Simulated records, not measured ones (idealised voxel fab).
Documented hereafter: the process module known as voxel self aligned contacts.
Shown is cross-section cut, with a width of 260 nm and square cells of size 5 nm.
A cross-section is a grid of square cells, given in bands from the top down. A band is one or more rows of cells.
Quick guide to a band line: top height, bottom height (nm) up front; then every material left to right with its width in nm. Only one material and it's marked "everywhere"? Then it fills the band edge to edge. And "air" just means empty space.
For the purposes of this specification, 0 denotes the height below which the wafer in its as-received condition is composed wholly of one material, and the lowermost band, lacking a lower limit, extends downward without end, as expressed in "top 0, no bottom".
Width: "30..40" (first number = top row, second number = bottom row, same change from row to row of cells).
"no change" -> step changed no cross-section cell.
The list in "Voids, fully enclosed" covers empty spaces of 8 cells or more that cannot reach the top through any open way, and it gives each as width x height at distance; the distance is from the left edge, and width, height and distance are in nm.
Formally, on a step line, whatever follows the settings is a remark that the simulator itself makes on the step.
"overlay nm", when on a step's line for a step with a mask, measures how far to the right of its planned place the mask lay; a negative measure means to the left.

### Steps in the process plan
1. RECEIVE [material Si]
2. OXIDIZE [depth nm 5]
3. DIRECTIONAL_DEP [material polySi] [thk nm 30]
4. DIRECTIONAL_DEP [material SiN] [thk nm 15]
5. MASKED_ETCH [tone cover] [mask id GATE] [width nm 25] [pitch nm 60] [etch materials SiN] [depth nm 15] [overlay nm 0]
6. MASKED_ETCH [tone cover] [mask id GATE] [width nm 25] [pitch nm 60] [etch materials polySi] [depth nm 30] [overlay nm 0]
7. CONFORMAL_DEP [material SiN] [thk nm 5]
8. DIRECTIONAL_ETCH [etch materials SiN] [depth nm 5]
9. FILL_DEP [material SiO2] [thk nm 20]
10. CMP [height nm 55]
11. MASKED_ETCH [tone open] [mask id CONTACT] [width nm 45] [etch materials SiO2] [depth nm 60] [overlay nm 0]
12. CONFORMAL_DEP [material TiN] [thk nm 5]
13. FILL_DEP [material W] [thk nm 10]
14. CMP [height nm 55]
15. CONFORMAL_DEP [material SiN] [thk nm 5]

### The first wafer of two, processed as planned

### Wafer cross-section on receipt, i.e. after step 1
top 0, no bottom: Si everywhere
Voids, fully enclosed: none

### Cross-section: wafer state after step 2
top 0, bottom -5: SiO2 everywhere
Rest of section, below -5: as before.

### Cross-section: wafer state after step 3
top 30, bottom 0: polySi everywhere
Rest of section, below 0: as before.

### Cross-section: wafer state after step 4
top 45, bottom 30: SiN everywhere
Rest of section, below 30: as before.

### Cross-section: wafer state after step 5
top 45, bottom 30: 85 air  25 SiN  35 air  25 SiN  90 air
Rest of section, below 30: as before.

### Cross-section: wafer state after step 6
top 45, bottom 30: 85 air  25 SiN  35 air  25 SiN  90 air
top 30, bottom 0: 85 air  25 polySi  35 air  25 polySi  90 air
Rest of section, below 0: as before.

### Cross-section: wafer state after step 7
top 50, bottom 30: 80 air  35 SiN  25 air  35 SiN  85 air
top 30, bottom 5: 80 air  5 SiN  25 polySi  5 SiN  25 air  5 SiN  25 polySi  5 SiN  85 air
top 5, bottom 0: 85 SiN  25 polySi  35 SiN  25 polySi  90 SiN
Rest of section, below 0: as before.

### Cross-section: wafer state after step 8
top 45, bottom 30: 80 air  35 SiN  25 air  35 SiN  85 air
top 30, bottom 0: 80 air  5 SiN  25 polySi  5 SiN  25 air  5 SiN  25 polySi  5 SiN  85 air
Rest of section, below 0: as before.

### Cross-section: wafer state after step 9
top 65, bottom 45: SiO2 everywhere
top 45, bottom 30: 80 SiO2  35 SiN  25 SiO2  35 SiN  85 SiO2
top 30, bottom 0: 80 SiO2  5 SiN  25 polySi  5 SiN  25 SiO2  5 SiN  25 polySi  5 SiN  85 SiO2
Rest of section, below 0: as before.

### Cross-section: wafer state after step 10
top 55, bottom 45: SiO2 everywhere
Rest of section, below 45: as before.

### Cross-section: wafer state after step 11
top 55, bottom 45: 105 SiO2  45 air  110 SiO2
top 45, bottom 30: 80 SiO2  35 SiN  25 air  35 SiN  85 SiO2
top 30, bottom 0: 80 SiO2  5 SiN  25 polySi  5 SiN  25 air  5 SiN  25 polySi  5 SiN  85 SiO2
top 0, bottom -5: 115 SiO2  25 air  120 SiO2
Rest of section, below -5: as before.

### Cross-section: wafer state after step 12
top 60, bottom 55: 110 TiN  35 air  115 TiN
top 55, bottom 45: 105 SiO2  5..15 TiN  35..15 air  5..15 TiN  110 SiO2
top 45, bottom 30: 80 SiO2  35 SiN  5 TiN  15 air  5 TiN  35 SiN  85 SiO2
top 30, bottom 0: 80 SiO2  5 SiN  25 polySi  5 SiN  5 TiN  15 air  5 TiN  5 SiN  25 polySi  5 SiN  85 SiO2
top 0, bottom -5: 115 SiO2  25 TiN  120 SiO2
Rest of section, below -5: as before.

### Cross-section: wafer state after step 13
top 70, bottom 60: W everywhere
top 60, bottom 55: 110 TiN  35 W  115 TiN
top 55, bottom 45: 105 SiO2  5..15 TiN  35..15 W  5..15 TiN  110 SiO2
top 45, bottom 30: 80 SiO2  35 SiN  5 TiN  15 W  5 TiN  35 SiN  85 SiO2
top 30, bottom 0: 80 SiO2  5 SiN  25 polySi  5 SiN  5 TiN  15 W  5 TiN  5 SiN  25 polySi  5 SiN  85 SiO2
Rest of section, below 0: as before.

### Cross-section: wafer state after step 14
top 55, bottom 45: 105 SiO2  5..15 TiN  35..15 W  5..15 TiN  110 SiO2
Rest of section, below 45: as before.

### Cross-section: wafer state after step 15
top 60, bottom 55: SiN everywhere
Rest of section, below 55: as before.

### Second wafer: same start and same plan as the first, one execution error; identical to the first through step 2

### Cross-section of the second wafer corresponding to the planned conclusion of step 3
top 35, bottom 0: polySi everywhere
Rest of section, below 0: as before.

### Cross-section of the second wafer corresponding to the planned conclusion of step 4
top 50, bottom 35: SiN everywhere
Rest of section, below 35: as before.

### Cross-section of the second wafer corresponding to the planned conclusion of step 5
top 50, bottom 35: 85 air  25 SiN  35 air  25 SiN  90 air
Rest of section, below 35: as before.

### Cross-section of the second wafer corresponding to the planned conclusion of step 6
top 50, bottom 35: 85 air  25 SiN  35 air  25 SiN  90 air
top 35, bottom 5: 85 air  25 polySi  35 air  25 polySi  90 air
Rest of section, below 5: as before.

### Cross-section of the second wafer corresponding to the planned conclusion of step 7
top 55, bottom 35: 80 air  35 SiN  25 air  35 SiN  85 air
top 35, bottom 10: 80 air  5 SiN  25 polySi  5 SiN  25 air  5 SiN  25 polySi  5 SiN  85 air
top 10, bottom 5: 85 SiN  25 polySi  35 SiN  25 polySi  90 SiN
Rest of section, below 5: as before.

### Cross-section of the second wafer corresponding to the planned conclusion of step 8
top 50, bottom 35: 80 air  35 SiN  25 air  35 SiN  85 air
top 35, bottom 5: 80 air  5 SiN  25 polySi  5 SiN  25 air  5 SiN  25 polySi  5 SiN  85 air
Rest of section, below 5: as before.

### Cross-section of the second wafer corresponding to the planned conclusion of step 9
top 70, bottom 50: SiO2 everywhere
top 50, bottom 35: 80 SiO2  35 SiN  25 SiO2  35 SiN  85 SiO2
top 35, bottom 5: 80 SiO2  5 SiN  25 polySi  5 SiN  25 SiO2  5 SiN  25 polySi  5 SiN  85 SiO2
Rest of section, below 5: as before.

### Cross-section of the second wafer corresponding to the planned conclusion of step 10
top 55, bottom 50: SiO2 everywhere
Rest of section, below 50: as before.

### Cross-section of the second wafer corresponding to the planned conclusion of step 11
top 55, bottom 50: 105 SiO2  45 air  110 SiO2
top 50, bottom 35: 80 SiO2  35 SiN  25 air  35 SiN  85 SiO2
top 35, bottom 5: 80 SiO2  5 SiN  25 polySi  5 SiN  25 air  5 SiN  25 polySi  5 SiN  85 SiO2
Rest of section, below 5: as before.

### Cross-section of the second wafer corresponding to the planned conclusion of step 12
top 60, bottom 55: 110 TiN  35 air  115 TiN
top 55, bottom 50: 105 SiO2  15 TiN  15 air  15 TiN  110 SiO2
top 50, bottom 35: 80 SiO2  35 SiN  5 TiN  15 air  5 TiN  35 SiN  85 SiO2
top 35, bottom 10: 80 SiO2  5 SiN  25 polySi  5 SiN  5 TiN  15 air  5 TiN  5 SiN  25 polySi  5 SiN  85 SiO2
top 10, bottom 5: 80 SiO2  5 SiN  25 polySi  5 SiN  25 TiN  5 SiN  25 polySi  5 SiN  85 SiO2
Rest of section, below 5: as before.

### Cross-section of the second wafer corresponding to the planned conclusion of step 13
top 70, bottom 60: W everywhere
top 60, bottom 55: 110 TiN  35 W  115 TiN
top 55, bottom 50: 105 SiO2  15 TiN  15 W  15 TiN  110 SiO2
top 50, bottom 35: 80 SiO2  35 SiN  5 TiN  15 W  5 TiN  35 SiN  85 SiO2
top 35, bottom 10: 80 SiO2  5 SiN  25 polySi  5 SiN  5 TiN  15 W  5 TiN  5 SiN  25 polySi  5 SiN  85 SiO2
Rest of section, below 10: as before.

### Cross-section of the second wafer corresponding to the planned conclusion of step 14
top 55, bottom 50: 105 SiO2  15 TiN  15 W  15 TiN  110 SiO2
Rest of section, below 50: as before.

### Cross-section of the second wafer corresponding to the planned conclusion of step 15
top 60, bottom 55: SiN everywhere
Rest of section, below 55: as before.
Error vs. plan: step 3, actual vs plan mismatch, actual run DIRECTIONAL_DEP [material polySi] [thk nm 35]
Final comparison by cell count, materials where the second wafer has more or fewer than the first: -38 SiO2; -4 TiN; -10 W; +52 polySi
